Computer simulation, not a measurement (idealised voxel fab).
Process module in this document: voxel lift off
This is section cut - it's 155 nm across, gridded in 5 nm square cells.
If you're reading a cross-section in this doc, picture square cells in a grid; it comes to you as bands, top ones listed first down to the bottom, and a band can be one or more rows of cells. Heads up on the band format: heights come first, top then bottom, in nm. After that it's the materials left to right, each with its width in nm. A single material flagged "edge to edge" fills the whole band edge to edge, and "air" means there's empty space there. The reference from which all heights are counted is 0, the level beneath which the as-received wafer is entirely one material; the lowest band, having no lower bound, proceeds downward and is written after the example "z 0 and below". Width spec "30 to 40" -> top row of cells at first value, bottom row at second value, equal per-row change in between. The cross-section has no changed cell in any step marked "nothing different". Closed-off voids of 8+ cells (no open route to the top) go in "Entrapped void list", written width x height at distance from the left edge, in nm. What comes after the settings on a step's line is commentary from the simulator itself on that step. Regarding "overlay nm": on a step with a mask, it is the distance the mask lay to the right of its planned place; a negative value places it to the left.

## This section lists the process steps that were planned
| 1 | RECEIVE (material Si) |
| 2 | CONFORMAL_DEP (material SiO2; thk nm 15) |
| 3 | PATTERN (tone open; mask id LINES; material resist; width nm 20; pitch nm 50; thk nm 30; overlay nm 0) |
| 4 | DIRECTIONAL_DEP (material Ru; thk nm 15) |
| 5 | STRIP (etch materials resist) |
| 6 | CONFORMAL_DEP (material SiCN; thk nm 10) |

## Cross-sectional view of the wafer in its as-received condition, corresponding to the state after step 1
* z 0 and below = Si edge to edge
* Entrapped void list: none

## End state of the module in cross-section, given the above starting point and plan and one mistake in execution
* z 40 to 30 = 10 of air  35 of SiCN  15 of air  35 of SiCN  15 of air  35 of SiCN  10 of air
* z 30 to 25 = 10 of air  10 of SiCN  15 of Ru  10 of SiCN  15 of air  10 of SiCN  15 of Ru  10 of SiCN  15 of air  10 of SiCN  15 of Ru  10 of SiCN  10 of air
* z 25 to 15 = 20 of SiCN  15 of Ru  35 of SiCN  15 of Ru  35 of SiCN  15 of Ru  20 of SiCN
* z 15 to 0 = SiO2 edge to edge
* z 0 and below = Si edge to edge
* Entrapped void list: none
Which mistake was made when the wafer was run? step 3 off recipe, ran as PATTERN (tone open; mask id LINES; material resist; width nm 15; pitch nm 50; thk nm 30; overlay nm 0)
